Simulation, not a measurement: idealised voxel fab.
Process module under the name voxel transistor to metal
We display cut, a cross-section 190 nm in width whose square cells are each 5 nm.
Notation: cross-section as square-cell grid; stated in bands, top first, going down; one or more cell rows per band.
A band entry consists of two parts. The first gives the height of the band's top and the height of its bottom, in nm. The rest lists the band's materials from left to right, each with its width in nm. A single material labelled with the word "throughout" fills the band from edge to edge, and the word "empty" marks empty space.
The reference from which all heights are counted is 0, the level beneath which the as-received wafer is entirely one material; the lowest band, having no lower bound, proceeds downward and is written after the example "0 down".
Graded width ("30..40"): value in top row of band = first number; value in bottom row = second number; row-to-row change constant.
What does "nothing changed" mean for a step? It means no cell of the cross-section changed in that step.
Closed empty spaces (no open way to the top) of 8 cells or more are what "Enclosed void list" lists, each as width x height at distance from the left edge, nm for all three.
Anything after a step's settings on that line? It's the simulator's own note about the step.
"overlay nm", when on a step's line for a step with a mask, measures how far to the right of its planned place the mask lay; a negative measure means to the left.
From here on the document is pairs. In a pair, the cross-section before one process step comes with the cross-section after it, and the latter goes no deeper than the lowest band that changed. What lies in between, the step and its settings, is written under the pair. A pair may be from a different run of this module on the same starting wafer than the pair above it, so it continues from that pair only where its entry headed "Status quo ante" says so.
**Status quo ante**
  0 down  Si throughout
  Enclosed void list: none
**Structure After Step**
  5 to 0  SiO2 throughout
  Beneath the level 0, the cross-section is identical to its previous state.
  Enclosed void list: none
In between the before and after cross-sections above, the step is CONFORMAL_DEP, material SiO2, thk nm 5
Status quo ante: see preceding pair, after cross-section.
**Structure After Step**
  15 to 5  SiN throughout
  Beneath the level 5, the cross-section is identical to its previous state.
  Enclosed void list: none
In between the before and after cross-sections above, the step is CONFORMAL_DEP, material SiN, thk nm 10
Status quo ante: see preceding pair, after cross-section.
**Structure After Step**
  25 to 15  aC throughout
  Beneath the level 15, the cross-section is identical to its previous state.
  Enclosed void list: none
In between the before and after cross-sections above, the step is DIRECTIONAL_DEP, material aC, thk nm 10
Status quo ante: see preceding pair, after cross-section.
**Structure After Step**
  50 to 25  35 empty / 115 resist / 40 empty
  Beneath the level 25, the cross-section is identical to its previous state.
  Enclosed void list: none
In between the before and after cross-sections above, the step is PATTERN, tone cover, mask id ACTIVE, material resist, width nm 115, thk nm 25, overlay nm 0
Status quo ante: see preceding pair, after cross-section.
**Structure After Step**
  40 to 25  35 empty / 115 resist / 40 empty
  25 to 15  35 empty / 115 aC / 40 empty
  Beneath the level 15, the cross-section is identical to its previous state.
  Enclosed void list: none
In between the before and after cross-sections above, the step is DIRECTIONAL_ETCH, etch materials aC, depth nm 10
Status quo ante: see preceding pair, after cross-section.
**Structure After Step**
  25 to 15  35 empty / 115 aC / 40 empty
  Beneath the level 15, the cross-section is identical to its previous state.
  Enclosed void list: none
In between the before and after cross-sections above, the step is STRIP, etch materials resist
Status quo ante: see preceding pair, after cross-section.
**Structure After Step**
  25 to 15  35 empty / 115 aC / 40 empty
  15 to 5  35 empty / 115 SiN / 40 empty
  Beneath the level 5, the cross-section is identical to its previous state.
  Enclosed void list: none
In between the before and after cross-sections above, the step is DIRECTIONAL_ETCH, etch materials SiN, depth nm 10
Status quo ante: see preceding pair, after cross-section.
**Structure After Step**
  25 to 15  35 empty / 115 aC / 40 empty
  15 to 5  35 empty / 115 SiN / 40 empty
  5 to 0  35 empty / 115 SiO2 / 40 empty
  Beneath the level 0, the cross-section is identical to its previous state.
  Enclosed void list: none
In between the before and after cross-sections above, the step is DIRECTIONAL_ETCH, etch materials SiO2, depth nm 5
Status quo ante: see preceding pair, after cross-section.
**Structure After Step**
  25 to 15  35 empty / 115 aC / 40 empty
  15 to 5  35 empty / 115 SiN / 40 empty
  5 to 0  35 empty / 115 SiO2 / 40 empty
  0 to -35  35 empty / 115 Si / 40 empty
  Beneath the level -35, the cross-section is identical to its previous state.
  Enclosed void list: none
In between the before and after cross-sections above, the step is DIRECTIONAL_ETCH, etch materials Si, depth nm 35
Status quo ante: see preceding pair, after cross-section.
**Structure After Step**
  15 to 5  35 empty / 115 SiN / 40 empty
  Beneath the level 5, the cross-section is identical to its previous state.
  Enclosed void list: none
In between the before and after cross-sections above, the step is STRIP, etch materials aC
Status quo ante: see preceding pair, after cross-section.
**Structure After Step**
  20 to 15  SiO2 throughout
  15 to 5  35 SiO2 / 115 SiN / 40 SiO2
  5 to 0  SiO2 throughout
  0 to -35  35 SiO2 / 115 Si / 40 SiO2
  Beneath the level -35, the cross-section is identical to its previous state.
  Enclosed void list: none
In between the before and after cross-sections above, the step is FILL_DEP, material SiO2, thk nm 5
Status quo ante: see preceding pair, after cross-section.
**Structure After Step**
  15 to 5  35 SiO2 / 115 SiN / 40 SiO2
  Beneath the level 5, the cross-section is identical to its previous state.
  Enclosed void list: none
In between the before and after cross-sections above, the step is CMP, height nm 15
Status quo ante: see preceding pair, after cross-section.
**Structure After Step**
  15 to 5  35 empty / 115 SiN / 40 empty
  Beneath the level 5, the cross-section is identical to its previous state.
  Enclosed void list: none
In between the before and after cross-sections above, the step is SELECTIVE_ETCH, etch materials SiO2, depth nm 10
Status quo ante: see preceding pair, after cross-section.
**Structure After Step**
  5 to 0  SiO2 throughout
  Beneath the level 0, the cross-section is identical to its previous state.
  Enclosed void list: none
In between the before and after cross-sections above, the step is STRIP, etch materials SiN
Status quo ante: see preceding pair, after cross-section.
**Structure After Step**
  0 to -35  35 SiO2 / 115 Si / 40 SiO2
  Beneath the level -35, the cross-section is identical to its previous state.
  Enclosed void list: none
In between the before and after cross-sections above, the step is SELECTIVE_ETCH, etch materials SiO2, depth nm 5
Status quo ante: see preceding pair, after cross-section.
**Structure After Step**
  0 to -5  SiO2 throughout
  Beneath the level -5, the cross-section is identical to its previous state.
  Enclosed void list: none
In between the before and after cross-sections above, the step is OXIDIZE, depth nm 5
Status quo ante: see preceding pair, after cross-section.
**Structure After Step**
  25 to 0  polySi throughout
  Beneath the level 0, the cross-section is identical to its previous state.
  Enclosed void list: none
In between the before and after cross-sections above, the step is DIRECTIONAL_DEP, material polySi, thk nm 25
Status quo ante: see preceding pair, after cross-section.
**Structure After Step**
  35 to 25  SiCN throughout
  Beneath the level 25, the cross-section is identical to its previous state.
  Enclosed void list: none
In between the before and after cross-sections above, the step is DIRECTIONAL_DEP, material SiCN, thk nm 10
Status quo ante: see preceding pair, after cross-section.
**Structure After Step**
  35 to 25  80 empty / 25 SiCN / 85 empty
  Beneath the level 25, the cross-section is identical to its previous state.
  Enclosed void list: none
In between the before and after cross-sections above, the step is MASKED_ETCH, tone cover, mask id GATE, width nm 25, etch materials SiCN, depth nm 20, overlay nm 0
Status quo ante: see preceding pair, after cross-section.
**Structure After Step**
  35 to 25  80 empty / 25 SiCN / 85 empty
  25 to 0  80 empty / 25 polySi / 85 empty
  Beneath the level 0, the cross-section is identical to its previous state.
  Enclosed void list: none
In between the before and after cross-sections above, the step is MASKED_ETCH, tone cover, mask id GATE, width nm 25, etch materials polySi, depth nm 35, overlay nm 0
Status quo ante: see preceding pair, after cross-section.
**Structure After Step**
  45 to 35  70 empty / 45 SiN / 75 empty
  35 to 25  70 empty / 10 SiN / 25 SiCN / 10 SiN / 75 empty
  25 to 10  70 empty / 10 SiN / 25 polySi / 10 SiN / 75 empty
  10 to 0  80 SiN / 25 polySi / 85 SiN
  Beneath the level 0, the cross-section is identical to its previous state.
  Enclosed void list: none
In between the before and after cross-sections above, the step is CONFORMAL_DEP, material SiN, thk nm 10
Status quo ante: see preceding pair, after cross-section.
**Structure After Step**
  35 to 25  70 empty / 10 SiN / 25 SiCN / 10 SiN / 75 empty
  25 to 0  70 empty / 10 SiN / 25 polySi / 10 SiN / 75 empty
  Beneath the level 0, the cross-section is identical to its previous state.
  Enclosed void list: none
In between the before and after cross-sections above, the step is DIRECTIONAL_ETCH, etch materials SiN, depth nm 10
Status quo ante: see preceding pair, after cross-section.
**Structure After Step**
  35 to 25  70 empty / 10 SiN / 25 SiCN / 10 SiN / 75 empty
  25 to 0  70 empty / 10 SiN / 25 polySi / 10 SiN / 75 empty
  0 to -5  70 empty / 45 SiO2 / 75 empty
  Beneath the level -5, the cross-section is identical to its previous state.
  Enclosed void list: none
In between the before and after cross-sections above, the step is DIRECTIONAL_ETCH, etch materials SiO2, depth nm 5
Status quo ante: see preceding pair, after cross-section.
**Structure After Step**
  35 to 25  70 empty / 10 SiN / 25 SiCN / 10 SiN / 75 empty
  25 to 0  70 empty / 10 SiN / 25 polySi / 10 SiN / 75 empty
  0 to -5  30 empty / 40 nSi / 45 SiO2 / 40 nSi / 35 empty
  Beneath the level -5, the cross-section is identical to its previous state.
  Enclosed void list: none
In between the before and after cross-sections above, the step is EPI, material nSi, thk nm 5
Status quo ante: see preceding pair, after cross-section.
**Structure After Step**
  45 to 35  SiO2 throughout
  35 to 25  70 SiO2 / 10 SiN / 25 SiCN / 10 SiN / 75 SiO2
  25 to 0  70 SiO2 / 10 SiN / 25 polySi / 10 SiN / 75 SiO2
  0 to -5  30 SiO2 / 40 nSi / 45 SiO2 / 40 nSi / 35 SiO2
  Beneath the level -5, the cross-section is identical to its previous state.
  Enclosed void list: none
In between the before and after cross-sections above, the step is FILL_DEP, material SiO2, thk nm 10
Status quo ante: see preceding pair, after cross-section.
**Structure After Step**
  25 to 0  70 SiO2 / 10 SiN / 25 polySi / 10 SiN / 75 SiO2
  Beneath the level 0, the cross-section is identical to its previous state.
  Enclosed void list: none
In between the before and after cross-sections above, the step is CMP, height nm 25
Status quo ante: see preceding pair, after cross-section.
**Structure After Step**
  25 to 0  70 SiO2 / 10 SiN / 25 empty / 10 SiN / 75 SiO2
  Beneath the level 0, the cross-section is identical to its previous state.
  Enclosed void list: none
In between the before and after cross-sections above, the step is STRIP, etch materials polySi
Status quo ante: see preceding pair, after cross-section.
**Structure After Step**
  25 to 20  70 empty / 10 SiN / 25 empty / 10 SiN / 75 empty
  20 to 0  70 SiO2 / 10 SiN / 25 empty / 10 SiN / 75 SiO2
  0 to -5  30 SiO2 / 40 nSi / 5 SiO2 / 35 empty / 5 SiO2 / 40 nSi / 35 SiO2
  Beneath the level -5, the cross-section is identical to its previous state.
  Enclosed void list: none
In between the before and after cross-sections above, the step is SELECTIVE_ETCH, etch materials SiO2, depth nm 5
Status quo ante: see preceding pair, after cross-section.
**Structure After Step**
  30 to 25  65 empty / 20 HfO2 / 15 empty / 20 HfO2 / 70 empty
  25 to 20  70 HfO2 / 10 SiN / 5 HfO2 / 15 empty / 5 HfO2 / 10 SiN / 75 HfO2
  20 to 0  70 SiO2 / 10 SiN / 5 HfO2 / 15 empty / 5 HfO2 / 10 SiN / 75 SiO2
  0 to -5  30 SiO2 / 40 nSi / 5 SiO2 / 35 HfO2 / 5 SiO2 / 40 nSi / 35 SiO2
  Beneath the level -5, the cross-section is identical to its previous state.
  Enclosed void list: none
In between the before and after cross-sections above, the step is CONFORMAL_DEP, material HfO2, thk nm 5
Status quo ante: see preceding pair, after cross-section.
**Structure After Step**
  35 to 30  60 empty / 30 TiN / 5 empty / 30 TiN / 65 empty
  30 to 25  65 TiN / 20 HfO2 / 5 TiN / 5 empty / 5 TiN / 20 HfO2 / 70 TiN
  25 to 20  70 HfO2 / 10 SiN / 5 HfO2 / 5 TiN / 5 empty / 5 TiN / 5 HfO2 / 10 SiN / 75 HfO2
  20 to 5  70 SiO2 / 10 SiN / 5 HfO2 / 5 TiN / 5 empty / 5 TiN / 5 HfO2 / 10 SiN / 75 SiO2
  5 to 0  70 SiO2 / 10 SiN / 5 HfO2 / 15 TiN / 5 HfO2 / 10 SiN / 75 SiO2
  Beneath the level 0, the cross-section is identical to its previous state.
  Enclosed void list: none
In between the before and after cross-sections above, the step is CONFORMAL_DEP, material TiN, thk nm 5
Status quo ante: see preceding pair, after cross-section.
**Structure After Step**
  40 to 35  W throughout
  35 to 30  60 W / 30 TiN / 5 W / 30 TiN / 65 W
  30 to 25  65 TiN / 20 HfO2 / 5 TiN / 5 W / 5 TiN / 20 HfO2 / 70 TiN
  25 to 20  70 HfO2 / 10 SiN / 5 HfO2 / 5 TiN / 5 W / 5 TiN / 5 HfO2 / 10 SiN / 75 HfO2
  20 to 5  70 SiO2 / 10 SiN / 5 HfO2 / 5 TiN / 5 W / 5 TiN / 5 HfO2 / 10 SiN / 75 SiO2
  Beneath the level 5, the cross-section is identical to its previous state.
  Enclosed void list: none
In between the before and after cross-sections above, the step is FILL_DEP, material W, thk nm 5
Status quo ante: see preceding pair, after cross-section.
**Structure After Step**
  20 to 5  70 SiO2 / 10 SiN / 5 HfO2 / 5 TiN / 5 W / 5 TiN / 5 HfO2 / 10 SiN / 75 SiO2
  Beneath the level 5, the cross-section is identical to its previous state.
  Enclosed void list: none
In between the before and after cross-sections above, the step is CMP, height nm 20
Status quo ante: see preceding pair, after cross-section.
**Structure After Step**
  30 to 20  SiO2 throughout
  Beneath the level 20, the cross-section is identical to its previous state.
  Enclosed void list: none
In between the before and after cross-sections above, the step is DIRECTIONAL_DEP, material SiO2, thk nm 10
Status quo ante: see preceding pair, after cross-section.
**Structure After Step**
  50 to 30  45 resist / 20 empty / 55 resist / 20 empty / 50 resist
  Beneath the level 30, the cross-section is identical to its previous state.
  Enclosed void list: none
In between the before and after cross-sections above, the step is PATTERN, tone open, mask id CONTACT, material resist, width nm 20, pitch nm 75, thk nm 20, overlay nm 0
Status quo ante: see preceding pair, after cross-section.
**Structure After Step**
  50 to 30  45 resist / 20 empty / 55 resist / 20 empty / 50 resist
  30 to 20  45 SiO2 / 20 empty / 55 SiO2 / 20 empty / 50 SiO2
  20 to 5  45 SiO2 / 20 empty / 5 SiO2 / 10 SiN / 5 HfO2 / 5 TiN / 5 W / 5 TiN / 5 HfO2 / 10 SiN / 5 SiO2 / 20 empty / 50 SiO2
  5 to 0  45 SiO2 / 20 empty / 5 SiO2 / 10 SiN / 5 HfO2 / 15 TiN / 5 HfO2 / 10 SiN / 5 SiO2 / 20 empty / 50 SiO2
  Beneath the level 0, the cross-section is identical to its previous state.
  Enclosed void list: none
In between the before and after cross-sections above, the step is DIRECTIONAL_ETCH, etch materials SiO2, depth nm 30
Status quo ante: see preceding pair, after cross-section.
**Structure After Step**
  30 to 20  45 SiO2 / 20 empty / 55 SiO2 / 20 empty / 50 SiO2
  Beneath the level 20, the cross-section is identical to its previous state.
  Enclosed void list: none
In between the before and after cross-sections above, the step is STRIP, etch materials resist
Status quo ante: see preceding pair, after cross-section.
**Structure After Step**
  35 to 30  50 TiN / 10 empty / 65 TiN / 10 empty / 55 TiN
  30 to 20  45 SiO2 / 5 TiN / 10 empty / 5 TiN / 55 SiO2 / 5 TiN / 10 empty / 5 TiN / 50 SiO2
  20 to 5  45 SiO2 / 5 TiN / 10 empty / 5 TiN / 5 SiO2 / 10 SiN / 5 HfO2 / 5 TiN / 5 W / 5 TiN / 5 HfO2 / 10 SiN / 5 SiO2 / 5 TiN / 10 empty / 5 TiN / 50 SiO2
  5 to 0  45 SiO2 / 20 TiN / 5 SiO2 / 10 SiN / 5 HfO2 / 15 TiN / 5 HfO2 / 10 SiN / 5 SiO2 / 20 TiN / 50 SiO2
  Beneath the level 0, the cross-section is identical to its previous state.
  Enclosed void list: none
In between the before and after cross-sections above, the step is CONFORMAL_DEP, material TiN, thk nm 5
Status quo ante: see preceding pair, after cross-section.
**Structure After Step**
  45 to 35  W throughout
  35 to 30  50 TiN / 10 W / 65 TiN / 10 W / 55 TiN
  30 to 20  45 SiO2 / 5 TiN / 10 W / 5 TiN / 55 SiO2 / 5 TiN / 10 W / 5 TiN / 50 SiO2
  20 to 5  45 SiO2 / 5 TiN / 10 W / 5 TiN / 5 SiO2 / 10 SiN / 5 HfO2 / 5 TiN / 5 W / 5 TiN / 5 HfO2 / 10 SiN / 5 SiO2 / 5 TiN / 10 W / 5 TiN / 50 SiO2
  Beneath the level 5, the cross-section is identical to its previous state.
  Enclosed void list: none
In between the before and after cross-sections above, the step is FILL_DEP, material W, thk nm 10
Status quo ante: see preceding pair, after cross-section.
**Structure After Step**
  30 to 20  45 SiO2 / 5 TiN / 10 W / 5 TiN / 55 SiO2 / 5 TiN / 10 W / 5 TiN / 50 SiO2
  Beneath the level 20, the cross-section is identical to its previous state.
  Enclosed void list: none
In between the before and after cross-sections above, the step is CMP, height nm 30
Status quo ante: see preceding pair, after cross-section.
**Structure After Step**
  35 to 30  TiN throughout
  Beneath the level 30, the cross-section is identical to its previous state.
  Enclosed void list: none
In between the before and after cross-sections above, the step is DIRECTIONAL_DEP, material TiN, thk nm 5
Status quo ante: see preceding pair, after cross-section.
**Structure After Step**
  50 to 35  Ru throughout
  Beneath the level 35, the cross-section is identical to its previous state.
  Enclosed void list: none
In between the before and after cross-sections above, the step is DIRECTIONAL_DEP, material Ru, thk nm 15
Status quo ante: see preceding pair, after cross-section.
**Structure After Step**
  65 to 50  45 empty / 20 resist / 55 empty / 20 resist / 50 empty
  Beneath the level 50, the cross-section is identical to its previous state.
  Enclosed void list: none
In between the before and after cross-sections above, the step is PATTERN, tone cover, mask id METAL_1, material resist, width nm 20, pitch nm 75, thk nm 15, overlay nm 0
Status quo ante: see preceding pair, after cross-section.
**Structure After Step**
  65 to 50  45 empty / 20 resist / 55 empty / 20 resist / 50 empty
  50 to 35  45 empty / 20 Ru / 55 empty / 20 Ru / 50 empty
  Beneath the level 35, the cross-section is identical to its previous state.
  Enclosed void list: none
In between the before and after cross-sections above, the step is DIRECTIONAL_ETCH, etch materials Ru, depth nm 15
Status quo ante: see preceding pair, after cross-section.
**Structure After Step**
  65 to 50  45 empty / 20 resist / 55 empty / 20 resist / 50 empty
  50 to 35  45 empty / 20 Ru / 55 empty / 20 Ru / 50 empty
  35 to 30  45 empty / 20 TiN / 55 empty / 20 TiN / 50 empty
  Beneath the level 30, the cross-section is identical to its previous state.
  Enclosed void list: none
In between the before and after cross-sections above, the step is DIRECTIONAL_ETCH, etch materials TiN, depth nm 5
Status quo ante: see preceding pair, after cross-section.
**Structure After Step**
  50 to 35  45 empty / 20 Ru / 55 empty / 20 Ru / 50 empty
  Beneath the level 35, the cross-section is identical to its previous state.
  Enclosed void list: none
In between the before and after cross-sections above, the step is STRIP, etch materials resist
Status quo ante: see preceding pair, after cross-section.
**Structure After Step**
  55 to 50  40 empty / 30 SiN / 45 empty / 30 SiN / 45 empty
  50 to 35  40 empty / 5 SiN / 20 Ru / 5 SiN / 45 empty / 5 SiN / 20 Ru / 5 SiN / 45 empty
  35 to 30  45 SiN / 20 TiN / 55 SiN / 20 TiN / 50 SiN
  Beneath the level 30, the cross-section is identical to its previous state.
  Enclosed void list: none
In between the before and after cross-sections above, the step is CONFORMAL_DEP, material SiN, thk nm 5
Status quo ante: see preceding pair, after cross-section.
**Structure After Step**
  60 to 55  lowk throughout
  55 to 50  40 lowk / 30 SiN / 45 lowk / 30 SiN / 45 lowk
  50 to 35  40 lowk / 5 SiN / 20 Ru / 5 SiN / 45 lowk / 5 SiN / 20 Ru / 5 SiN / 45 lowk
  Beneath the level 35, the cross-section is identical to its previous state.
  Enclosed void list: none
In between the before and after cross-sections above, the step is FILL_DEP, material lowk, thk nm 5
Status quo ante: see preceding pair, after cross-section.
**Structure After Step**
  50 to 35  40 lowk / 5 SiN / 20 Ru / 5 SiN / 45 lowk / 5 SiN / 20 Ru / 5 SiN / 45 lowk
  Beneath the level 35, the cross-section is identical to its previous state.
  Enclosed void list: none
In between the before and after cross-sections above, the step is CMP, height nm 50
Status quo ante: see preceding pair, after cross-section.
**Structure After Step**
  55 to 50  SiN throughout
  Beneath the level 50, the cross-section is identical to its previous state.
  Enclosed void list: none
In between the before and after cross-sections above, the step is CONFORMAL_DEP, material SiN, thk nm 5
**Status quo ante**
  45 to 35  W throughout
  35 to 30  50 TiN / 10 W / 65 TiN / 10 W / 55 TiN
  30 to 20  45 SiO2 / 5 TiN / 10 W / 5 TiN / 55 SiO2 / 5 TiN / 10 W / 5 TiN / 50 SiO2
  20 to 5  45 SiO2 / 5 TiN / 10 W / 5 TiN / 5 SiO2 / 10 SiN / 5 HfO2 / 5 TiN / 5 W / 5 TiN / 5 HfO2 / 10 SiN / 5 SiO2 / 5 TiN / 10 W / 5 TiN / 50 SiO2
  5 to 0  45 SiO2 / 20 TiN / 5 SiO2 / 10 SiN / 5 HfO2 / 15 TiN / 5 HfO2 / 10 SiN / 5 SiO2 / 20 TiN / 50 SiO2
  0 to -5  30 SiO2 / 40 nSi / 5 SiO2 / 35 HfO2 / 5 SiO2 / 40 nSi / 35 SiO2
  -5 to -35  35 SiO2 / 115 Si / 40 SiO2
  -35 down  Si throughout
  Enclosed void list: none
**Structure After Step**
  50 to 45  TiN throughout
  Beneath the level 45, the cross-section is identical to its previous state.
  Enclosed void list: none
In between the before and after cross-sections above, the step is DIRECTIONAL_DEP, material TiN, thk nm 5
Status quo ante: see preceding pair, after cross-section.
**Structure After Step**
  65 to 50  Ru throughout
  Beneath the level 50, the cross-section is identical to its previous state.
  Enclosed void list: none
In between the before and after cross-sections above, the step is DIRECTIONAL_DEP, material Ru, thk nm 15
Status quo ante: see preceding pair, after cross-section.
**Structure After Step**
  80 to 65  45 empty / 20 resist / 55 empty / 20 resist / 50 empty
  Beneath the level 65, the cross-section is identical to its previous state.
  Enclosed void list: none
In between the before and after cross-sections above, the step is PATTERN, tone cover, mask id METAL_1, material resist, width nm 20, pitch nm 75, thk nm 15, overlay nm 0
Status quo ante: see preceding pair, after cross-section.
**Structure After Step**
  80 to 65  45 empty / 20 resist / 55 empty / 20 resist / 50 empty
  65 to 50  45 empty / 20 Ru / 55 empty / 20 Ru / 50 empty
  Beneath the level 50, the cross-section is identical to its previous state.
  Enclosed void list: none
In between the before and after cross-sections above, the step is DIRECTIONAL_ETCH, etch materials Ru, depth nm 15
Status quo ante: see preceding pair, after cross-section.
**Structure After Step**
  80 to 65  45 empty / 20 resist / 55 empty / 20 resist / 50 empty
  65 to 50  45 empty / 20 Ru / 55 empty / 20 Ru / 50 empty
  50 to 45  45 empty / 20 TiN / 55 empty / 20 TiN / 50 empty
  Beneath the level 45, the cross-section is identical to its previous state.
  Enclosed void list: none
In between the before and after cross-sections above, the step is DIRECTIONAL_ETCH, etch materials TiN, depth nm 5
Status quo ante: see preceding pair, after cross-section.
**Structure After Step**
  65 to 50  45 empty / 20 Ru / 55 empty / 20 Ru / 50 empty
  Beneath the level 50, the cross-section is identical to its previous state.
  Enclosed void list: none
In between the before and after cross-sections above, the step is STRIP, etch materials resist
Status quo ante: see preceding pair, after cross-section.
**Structure After Step**
  70 to 65  40 empty / 30 SiN / 45 empty / 30 SiN / 45 empty
  65 to 50  40 empty / 5 SiN / 20 Ru / 5 SiN / 45 empty / 5 SiN / 20 Ru / 5 SiN / 45 empty
  50 to 45  45 SiN / 20 TiN / 55 SiN / 20 TiN / 50 SiN
  Beneath the level 45, the cross-section is identical to its previous state.
  Enclosed void list: none
In between the before and after cross-sections above, the step is CONFORMAL_DEP, material SiN, thk nm 5
Status quo ante: see preceding pair, after cross-section.
**Structure After Step**
  75 to 70  lowk throughout
  70 to 65  40 lowk / 30 SiN / 45 lowk / 30 SiN / 45 lowk
  65 to 50  40 lowk / 5 SiN / 20 Ru / 5 SiN / 45 lowk / 5 SiN / 20 Ru / 5 SiN / 45 lowk
  Beneath the level 50, the cross-section is identical to its previous state.
  Enclosed void list: none
In between the before and after cross-sections above, the step is FILL_DEP, material lowk, thk nm 5
Status quo ante: see preceding pair, after cross-section.
**Structure After Step**
  50 to 45  45 SiN / 20 TiN / 55 SiN / 20 TiN / 50 SiN
  Beneath the level 45, the cross-section is identical to its previous state.
  Enclosed void list: none
In between the before and after cross-sections above, the step is CMP, height nm 50
Status quo ante: see preceding pair, after cross-section.
**Structure After Step**
  55 to 50  SiN throughout
  Beneath the level 50, the cross-section is identical to its previous state.
  Enclosed void list: none
In between the before and after cross-sections above, the step is CONFORMAL_DEP, material SiN, thk nm 5
**Status quo ante**
  30 to 20  45 SiO2 / 5 TiN / 10 W / 5 TiN / 55 SiO2 / 5 TiN / 10 W / 5 TiN / 50 SiO2
  20 to 5  45 SiO2 / 5 TiN / 10 W / 5 TiN / 5 SiO2 / 10 SiN / 5 HfO2 / 5 TiN / 5 W / 5 TiN / 5 HfO2 / 10 SiN / 5 SiO2 / 5 TiN / 10 W / 5 TiN / 50 SiO2
  5 to 0  45 SiO2 / 20 TiN / 5 SiO2 / 10 SiN / 5 HfO2 / 15 TiN / 5 HfO2 / 10 SiN / 5 SiO2 / 20 TiN / 50 SiO2
  0 to -5  30 SiO2 / 40 nSi / 5 SiO2 / 35 HfO2 / 5 SiO2 / 40 nSi / 35 SiO2
  -5 to -35  35 SiO2 / 115 Si / 40 SiO2
  -35 down  Si throughout
  Enclosed void list: none
**Structure After Step**
  45 to 30  Ru throughout
  Beneath the level 30, the cross-section is identical to its previous state.
  Enclosed void list: none
In between the before and after cross-sections above, the step is DIRECTIONAL_DEP, material Ru, thk nm 15
Status quo ante: see preceding pair, after cross-section.
**Structure After Step**
  50 to 45  TiN throughout
  Beneath the level 45, the cross-section is identical to its previous state.
  Enclosed void list: none
In between the before and after cross-sections above, the step is DIRECTIONAL_DEP, material TiN, thk nm 5
Status quo ante: see preceding pair, after cross-section.
**Structure After Step**
  65 to 50  45 empty / 20 resist / 55 empty / 20 resist / 50 empty
  Beneath the level 50, the cross-section is identical to its previous state.
  Enclosed void list: none
In between the before and after cross-sections above, the step is PATTERN, tone cover, mask id METAL_1, material resist, width nm 20, pitch nm 75, thk nm 15, overlay nm 0
Status quo ante: see preceding pair, after cross-section.
**Structure After Step**
  65 to 50  45 empty / 20 resist / 55 empty / 20 resist / 50 empty
  50 to 45  45 empty / 20 TiN / 55 empty / 20 TiN / 50 empty
  Beneath the level 45, the cross-section is identical to its previous state.
  Enclosed void list: none
In between the before and after cross-sections above, the step is DIRECTIONAL_ETCH, etch materials TiN, depth nm 5
Status quo ante: see preceding pair, after cross-section.
**Structure After Step**
  50 to 45  45 empty / 20 TiN / 55 empty / 20 TiN / 50 empty
  Beneath the level 45, the cross-section is identical to its previous state.
  Enclosed void list: none
In between the before and after cross-sections above, the step is STRIP, etch materials resist
Status quo ante: see preceding pair, after cross-section.
**Structure After Step**
  55 to 50  40 empty / 30 SiN / 45 empty / 30 SiN / 45 empty
  50 to 45  45 SiN / 20 TiN / 55 SiN / 20 TiN / 50 SiN
  Beneath the level 45, the cross-section is identical to its previous state.
  Enclosed void list: none
In between the before and after cross-sections above, the step is CONFORMAL_DEP, material SiN, thk nm 5
Status quo ante: see preceding pair, after cross-section.
**Structure After Step**
  60 to 55  lowk throughout
  55 to 50  40 lowk / 30 SiN / 45 lowk / 30 SiN / 45 lowk
  Beneath the level 50, the cross-section is identical to its previous state.
  Enclosed void list: none
In between the before and after cross-sections above, the step is FILL_DEP, material lowk, thk nm 5
Status quo ante: see preceding pair, after cross-section.
**Structure After Step**
  50 to 45  45 SiN / 20 TiN / 55 SiN / 20 TiN / 50 SiN
  Beneath the level 45, the cross-section is identical to its previous state.
  Enclosed void list: none
In between the before and after cross-sections above, the step is CMP, height nm 50
Status quo ante: see preceding pair, after cross-section.
**Structure After Step**
  55 to 50  SiN throughout
  Beneath the level 50, the cross-section is identical to its previous state.
  Enclosed void list: none
In between the before and after cross-sections above, the step is CONFORMAL_DEP, material SiN, thk nm 5
**Status quo ante**
  45 to 35  SiO2 throughout
  35 to 25  70 SiO2 / 10 SiN / 25 SiCN / 10 SiN / 75 SiO2
  25 to 0  70 SiO2 / 10 SiN / 25 polySi / 10 SiN / 75 SiO2
  0 to -5  30 SiO2 / 40 nSi / 45 SiO2 / 40 nSi / 35 SiO2
  -5 to -35  35 SiO2 / 115 Si / 40 SiO2
  -35 down  Si throughout
  Enclosed void list: none
**Structure After Step**
  20 to 0  70 SiO2 / 10 SiN / 25 polySi / 10 SiN / 75 SiO2
  Beneath the level 0, the cross-section is identical to its previous state.
  Enclosed void list: none
In between the before and after cross-sections above, the step is CMP, height nm 20
Status quo ante: see preceding pair, after cross-section.
**Structure After Step**
  20 to 0  70 SiO2 / 10 SiN / 25 empty / 10 SiN / 75 SiO2
  Beneath the level 0, the cross-section is identical to its previous state.
  Enclosed void list: none
In between the before and after cross-sections above, the step is STRIP, etch materials polySi
Status quo ante: see preceding pair, after cross-section.
**Structure After Step**
  20 to 15  70 empty / 10 SiN / 25 empty / 10 SiN / 75 empty
  15 to 0  70 SiO2 / 10 SiN / 25 empty / 10 SiN / 75 SiO2
  0 to -5  30 SiO2 / 40 nSi / 5 SiO2 / 35 empty / 5 SiO2 / 40 nSi / 35 SiO2
  Beneath the level -5, the cross-section is identical to its previous state.
  Enclosed void list: none
In between the before and after cross-sections above, the step is SELECTIVE_ETCH, etch materials SiO2, depth nm 5
Status quo ante: see preceding pair, after cross-section.
**Structure After Step**
  25 to 20  65 empty / 20 HfO2 / 15 empty / 20 HfO2 / 70 empty
  20 to 15  70 HfO2 / 10 SiN / 5 HfO2 / 15 empty / 5 HfO2 / 10 SiN / 75 HfO2
  15 to 0  70 SiO2 / 10 SiN / 5 HfO2 / 15 empty / 5 HfO2 / 10 SiN / 75 SiO2
  0 to -5  30 SiO2 / 40 nSi / 5 SiO2 / 35 HfO2 / 5 SiO2 / 40 nSi / 35 SiO2
  Beneath the level -5, the cross-section is identical to its previous state.
  Enclosed void list: none
In between the before and after cross-sections above, the step is CONFORMAL_DEP, material HfO2, thk nm 5
Status quo ante: see preceding pair, after cross-section.
**Structure After Step**
  30 to 25  60 empty / 30 TiN / 5 empty / 30 TiN / 65 empty
  25 to 20  65 TiN / 20 HfO2 / 5 TiN / 5 empty / 5 TiN / 20 HfO2 / 70 TiN
  20 to 15  70 HfO2 / 10 SiN / 5 HfO2 / 5 TiN / 5 empty / 5 TiN / 5 HfO2 / 10 SiN / 75 HfO2
  15 to 5  70 SiO2 / 10 SiN / 5 HfO2 / 5 TiN / 5 empty / 5 TiN / 5 HfO2 / 10 SiN / 75 SiO2
  5 to 0  70 SiO2 / 10 SiN / 5 HfO2 / 15 TiN / 5 HfO2 / 10 SiN / 75 SiO2
  Beneath the level 0, the cross-section is identical to its previous state.
  Enclosed void list: none
In between the before and after cross-sections above, the step is CONFORMAL_DEP, material TiN, thk nm 5
